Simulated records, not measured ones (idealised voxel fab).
A process module follows: voxel self aligned vias.
Displayed cross-section: cut, width of 215 nm, square cells sized 5 nm.
When this document writes out a cross-section, it uses a grid of square cells and lists it as bands, beginning at the top and moving down, with a band standing for one or more rows of cells. Within each band entry, the heights of the top and of the bottom of the band appear first, in that order and in nm; the materials of the band then follow from left to right, each with its corresponding width in nm. The designation "throughout" on a single material indicates that it fills the band from edge to edge; the designation "air" indicates empty space. Height is counted from the level 0, under which the received wafer is composed throughout of one material. The lowest of the bands is not closed at the bottom but continues downward, in the notation "0 -> down". Think of "30..40" as a width that walks from the first number to the second as you go down the band, top row to bottom row, taking equal-sized steps from row to row. For the purposes of this document, the phrase "no modification" attached to a step denotes that no cell within the cross-section was modified by that step. Closed empty spaces (no open way to the top) of 8 cells or more are what "Trapped voids" lists, each as width x height at distance from the left edge, nm for all three. Step line, after settings: the simulator's comment on this step. overlay nm: for a step with a mask, the amount by which the mask lay right of where it was planned; a negative amount means left of it.

[These are the steps we planned for the process]
step 1: RECEIVE, material Si
step 2: CONFORMAL_DEP, material SiO2, thk nm 15
step 3: CONFORMAL_DEP, material SiCN, thk nm 5
step 4: DIRECTIONAL_DEP, material lowk, thk nm 30
step 5: PATTERN, tone open, mask id LINES, material resist, width nm 30, pitch nm 70, thk nm 15, overlay nm 0
step 6: DIRECTIONAL_ETCH, etch materials lowk, depth nm 30
step 7: STRIP, etch materials resist
step 8: CONFORMAL_DEP, material TiN, thk nm 5
step 9: FILL_DEP, material W, thk nm 10
step 10: CMP, height nm 50
step 11: SELECTIVE_ETCH, etch materials W Ru TiN, depth nm 5
step 12: FILL_DEP, material SiN, thk nm 5
step 13: CMP, height nm 50
step 14: DIRECTIONAL_DEP, material lowk, thk nm 15
step 15: MASKED_ETCH, tone open, mask id VIAS, width nm 50, pitch nm 70, etch materials lowk, depth nm 15, overlay nm 0
step 16: MASKED_ETCH, tone open, mask id VIAS, width nm 50, pitch nm 70, etch materials SiN, depth nm 5, overlay nm -15
step 17: CONFORMAL_DEP, material TiN, thk nm 5
step 18: FILL_DEP, material W, thk nm 5
step 19: CMP, height nm 65
step 20: CONFORMAL_DEP, material SiCN, thk nm 5
Every wafer here starts from the same state; it is the step 16 overlay nm that distinguishes them, and the value the plan gives belongs to the first wafer.

[The first of several wafers as received, shown in cross-section; this is its state after step 1]
- 0 -> down | Si throughout
- Trapped voids: none

[First of several wafers: cross-section at the end of the module, after step 20, its last step]
- 70 -> 65 | SiCN throughout
- 65 -> 55 | 45 nm lowk | 5 nm TiN | 40 nm W | 5 nm TiN | 20 nm lowk | 5 nm TiN | 40 nm W | 5 nm TiN | 50 nm lowk
- 55 -> 50 | 45 nm lowk | 15 nm TiN | 15 nm W | 20 nm TiN | 20 nm lowk | 15 nm TiN | 15 nm W | 20 nm TiN | 50 nm lowk
- 50 -> 45 | 55 nm lowk | 25 nm TiN | 5 nm SiN | 40 nm lowk | 25 nm TiN | 5 nm SiN | 60 nm lowk
- 45 -> 25 | 55 nm lowk | 5 nm TiN | 20 nm W | 5 nm TiN | 40 nm lowk | 5 nm TiN | 20 nm W | 5 nm TiN | 60 nm lowk
- 25 -> 20 | 55 nm lowk | 30 nm TiN | 40 nm lowk | 30 nm TiN | 60 nm lowk
- 20 -> 15 | SiCN throughout
- 15 -> 0 | SiO2 throughout
- 0 -> down | Si throughout
- Trapped voids: none

[Cross-section of the last wafer at end of module]
- 70 -> 65 | SiCN throughout
- 65 -> 55 | 45 nm lowk | 5 nm TiN | 40 nm W | 5 nm TiN | 20 nm lowk | 5 nm TiN | 40 nm W | 5 nm TiN | 50 nm lowk
- 55 -> 50 | 45 nm lowk | 20 nm TiN | 15 nm W | 15 nm TiN | 20 nm lowk | 20 nm TiN | 15 nm W | 15 nm TiN | 50 nm lowk
- 50 -> 45 | 55 nm lowk | 5 nm SiN | 25 nm TiN | 40 nm lowk | 5 nm SiN | 25 nm TiN | 60 nm lowk
- 45 -> 25 | 55 nm lowk | 5 nm TiN | 20 nm W | 5 nm TiN | 40 nm lowk | 5 nm TiN | 20 nm W | 5 nm TiN | 60 nm lowk
- 25 -> 20 | 55 nm lowk | 30 nm TiN | 40 nm lowk | 30 nm TiN | 60 nm lowk
- 20 -> 15 | SiCN throughout
- 15 -> 0 | SiO2 throughout
- 0 -> down | Si throughout
- Trapped voids: none

[The table below has one row for each wafer; a row shows, as of the end of the module, how many cells of each material the wafer has gained, marked (+), or lost, marked (-), since it was received, and then the wafer's closed voids]
overlay nm -15; +86 SiCN; +2 SiN; +129 SiO2; +60 TiN; +70 W; +255 lowk; Trapped voids: none
overlay nm -10; +86 SiCN; +129 SiO2; +60 TiN; +72 W; +255 lowk; Trapped voids: none
overlay nm -5; +86 SiCN; +129 SiO2; +60 TiN; +72 W; +255 lowk; Trapped voids: none
overlay nm 0; +86 SiCN; +129 SiO2; +60 TiN; +72 W; +255 lowk; Trapped voids: none
overlay nm 5; +86 SiCN; +129 SiO2; +60 TiN; +72 W; +255 lowk; Trapped voids: none
overlay nm 10; +86 SiCN; +129 SiO2; +60 TiN; +72 W; +255 lowk; Trapped voids: none
overlay nm 15; +86 SiCN; +2 SiN; +129 SiO2; +60 TiN; +70 W; +255 lowk; Trapped voids: none
